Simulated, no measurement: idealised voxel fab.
Process module in this document: voxel gate over fins
The cross-section on display is named cut; it measures 185 nm wide, and its cells are 5 nm squares.
Heads up, the way a cross-section reads in here is a grid of square cells, handed over as bands from the top down, with every band being one or more rows of cells. Per band: top height and bottom height in nm, followed by the left-to-right materials and their widths in nm; "full width" marks a single material spanning edge to edge, "air" marks empty space. Heads up on the height convention: 0 is the point under which the incoming wafer is all one material, and the lowest band has no bottom, it just keeps going down, like "0 -> down". The notation "30..40" denotes a width that varies across the rows of cells in the band, beginning at the first number in the top row, finishing at the second number in the bottom row, and changing by an identical amount from each row to the next. Where the words "same as before" appear for a step, the cross-section shows no cell changed by that step; every cell remained as before. Empty spaces without an open route to the top, at least 8 cells in extent, make up the entry "Sealed internal cavities"; each is given as width x height at distance, where the distance is measured from the left edge, and all are in nm. That trailing text on a step's line, after the settings, is the simulator's own remark on the step. "overlay nm", when on a step's line for a step with a mask, measures how far to the right of its planned place the mask lay; a negative measure means to the left.
Planned process steps
- 1: RECEIVE,material Si
- 2: CONFORMAL_DEP,material SiN,thk nm 5
- 3: PATTERN,tone cover,mask id FINS,material resist,width nm 15,pitch nm 35,thk nm 20,overlay nm 0
- 4: DIRECTIONAL_ETCH,etch materials SiN,depth nm 5
- 5: DIRECTIONAL_ETCH,etch materials Si,depth nm 40
- 6: STRIP,etch materials resist
- 7: FILL_DEP,material SiO2,thk nm 10
- 8: CMP,height nm 5
- 9: SELECTIVE_ETCH,etch materials SiO2,depth nm 15
- 10: STRIP,etch materials SiN
- 11: CONFORMAL_DEP,material HfO2,thk nm 5
- 12: CONFORMAL_DEP,material TiN,thk nm 5
- 13: FILL_DEP,material W,thk nm 10
- 14: CMP,height nm 15
- 15: CONFORMAL_DEP,material SiCN,thk nm 10
Cross-sectional view of the wafer in its as-received condition, corresponding to the state after step 1
* 0 -> down  Si full width
* Sealed internal cavities: none
Cross-section, first of two wafers, end of module, run as planned
* 25 -> 15  SiCN full width
* 15 -> 10  W full width
* 10 -> 5  W=40, then TiN=105, then W=40
* 5 -> 0  W=40, then TiN=5, then HfO2=25, then TiN=10, then HfO2=25, then TiN=10, then HfO2=25, then TiN=5, then W=40
* 0 -> -5  TiN=45, then HfO2=5, then Si=15, then HfO2=5, then TiN=10, then HfO2=5, then Si=15, then HfO2=5, then TiN=10, then HfO2=5, then Si=15, then HfO2=5, then TiN=45
* -5 -> -10  HfO2=50, then Si=15, then HfO2=20, then Si=15, then HfO2=20, then Si=15, then HfO2=50
* -10 -> -40  SiO2=50, then Si=15, then SiO2=20, then Si=15, then SiO2=20, then Si=15, then SiO2=50
* -40 -> down  Si full width
* Sealed internal cavities: none
Wafer two, sectioned after the module: the first wafer's start, the first wafer's plan, and one mistake in how it was run
* 25 -> 15  SiCN full width
* 15 -> 10  W full width
* 10 -> 5  W=30, then TiN=105, then W=50
* 5 -> 0  W=30, then TiN=5, then HfO2=25, then TiN=10, then HfO2=25, then TiN=10, then HfO2=25, then TiN=5, then W=50
* 0 -> -5  TiN=35, then HfO2=5, then Si=15, then HfO2=5, then TiN=10, then HfO2=5, then Si=15, then HfO2=5, then TiN=10, then HfO2=5, then Si=15, then HfO2=5, then TiN=55
* -5 -> -10  HfO2=40, then Si=15, then HfO2=20, then Si=15, then HfO2=20, then Si=15, then HfO2=60
* -10 -> -40  SiO2=40, then Si=15, then SiO2=20, then Si=15, then SiO2=20, then Si=15, then SiO2=60
* -40 -> down  Si full width
* Sealed internal cavities: none
Nonconformance to the process plan: step 3 did not use the planned setting and instead ran as PATTERN,tone cover,mask id FINS,material resist,width nm 15,pitch nm 35,thk nm 20,overlay nm -10
at the end the second wafer has, in cells: as many of each material as the first, in other places
